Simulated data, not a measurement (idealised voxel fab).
Module name: voxel capacitor over wiring (process module)
For reference, the cross-section in this document is cut, with width 150 nm and square cells of 5 nm.
Throughout this document, each cross-section is represented as a grid of square cells and is presented as a sequence of bands enumerated from the top downward, where a band comprises one or more rows of cells. Read a band's entry like this: the first values are the height of its top and the height of its bottom in nm, and what follows is the sequence of materials from left to right, each with its width in nm. Note that "blank" is empty space, and that a single material marked "all across" reaches across the band from edge to edge. Heights from 0 (as-received wafer is one material below). Bottom band endless downward, as "0 and below". With a width like "30 to 40", each row of cells in the band differs from the next by the same amount, the top row carrying the first number and the bottom row the second. No cell of the cross-section changed in a step that is given as "remains unaltered". You'll see "Fully sealed cavities" listing empty spaces that have no way open to the top, as long as they're 8 cells or more; the notation is width x height at distance, where the distance is from the left edge, and all of it is in nm. It should be noted that, on the line of a given step, the content following the step's settings is a remark produced by the simulator itself with respect to that step. Regarding "overlay nm": on a step with a mask, it is the distance the mask lay to the right of its planned place; a negative value places it to the left.
-- This section lists the process steps that were planned
- 1: RECEIVE, material Si
- 2: CONFORMAL_DEP, material SiO2, thk nm 10
- 3: DIRECTIONAL_DEP, material TiN, thk nm 5
- 4: DIRECTIONAL_DEP, material W, thk nm 15
- 5: MASKED_ETCH, tone cover, mask id METAL_1, width nm 30, pitch nm 90, etch materials W, depth nm 15, overlay nm 0
- 6: MASKED_ETCH, tone cover, mask id METAL_1, width nm 30, pitch nm 90, etch materials TiN, depth nm 5, overlay nm 0
- 7: CONFORMAL_DEP, material SiN, thk nm 5
- 8: FILL_DEP, material SiO2, thk nm 5
- 9: CMP, height nm 30
- 10: CONFORMAL_DEP, material SiCN, thk nm 5
- 11: DIRECTIONAL_DEP, material SiO2, thk nm 10
- 12: MASKED_ETCH, tone open, mask id PLUG_1, width nm 15, etch materials SiO2, depth nm 10, overlay nm 0
- 13: MASKED_ETCH, tone open, mask id PLUG_1, width nm 15, etch materials SiCN, depth nm 5, overlay nm 0
- 14: EPI, material Ru, thk nm 10
- 15: EPI, material Ru, thk nm 5
- 16: DIRECTIONAL_DEP, material TiN, thk nm 5
- 17: DIRECTIONAL_DEP, material Al2O3, thk nm 5
- 18: DIRECTIONAL_DEP, material TiN, thk nm 10
- 19: DIRECTIONAL_DEP, material aC, thk nm 10
- 20: PATTERN, tone cover, mask id UPPER_PLATE, material resist, width nm 65, thk nm 30, overlay nm 0
- 21: DIRECTIONAL_ETCH, etch materials aC, depth nm 10
- 22: STRIP, etch materials resist
- 23: DIRECTIONAL_ETCH, etch materials TiN, depth nm 10
- 24: DIRECTIONAL_ETCH, etch materials Al2O3, depth nm 5
- 25: STRIP, etch materials aC
- 26: DIRECTIONAL_DEP, material aC, thk nm 10
- 27: PATTERN, tone cover, mask id LOWER_PLATE, material resist, width nm 75, thk nm 30, overlay nm -10
- 28: DIRECTIONAL_ETCH, etch materials aC, depth nm 10
- 29: STRIP, etch materials resist
- 30: DIRECTIONAL_ETCH, etch materials TiN, depth nm 5
- 31: STRIP, etch materials aC
- 32: FILL_DEP, material SiO2, thk nm 20
- 33: CMP, height nm 80
- 34: MASKED_ETCH, tone open, mask id PLUG_2, width nm 15, etch materials SiO2, depth nm 15, overlay nm 0
- 35: CONFORMAL_DEP, material TiN, thk nm 5
- 36: FILL_DEP, material W, thk nm 5
- 37: CMP, height nm 80
- 38: CONFORMAL_DEP, material SiN, thk nm 5
Be aware that, although all wafers share a common starting state, the overlay nm at step 27 differs among them, and the plan displays the first wafer's value.
-- First of several wafers, received after step 1, in cross-section
	0 and below | Si all across
	Fully sealed cavities: none
-- Each row below is a wafer at the end of the module, listing for every material the number of cells it has gained (+) or lost (-) since it was received, followed by its closed voids
overlay nm -10; +13 Al2O3; +9 Ru; +27 SiCN; +60 SiN; +303 SiO2; +60 TiN; +38 W; Fully sealed cavities: none
overlay nm -5; +13 Al2O3; +9 Ru; +27 SiCN; +60 SiN; +303 SiO2; +60 TiN; +38 W; Fully sealed cavities: none
overlay nm 0; +13 Al2O3; +9 Ru; +27 SiCN; +60 SiN; +303 SiO2; +60 TiN; +38 W; Fully sealed cavities: none
overlay nm 5; +13 Al2O3; +9 Ru; +27 SiCN; +60 SiN; +303 SiO2; +60 TiN; +38 W; Fully sealed cavities: none
overlay nm 10; +13 Al2O3; +9 Ru; +27 SiCN; +60 SiN; +303 SiO2; +60 TiN; +38 W; Fully sealed cavities: none
overlay nm 15; +13 Al2O3; +9 Ru; +27 SiCN; +60 SiN; +303 SiO2; +60 TiN; +38 W; Fully sealed cavities: none
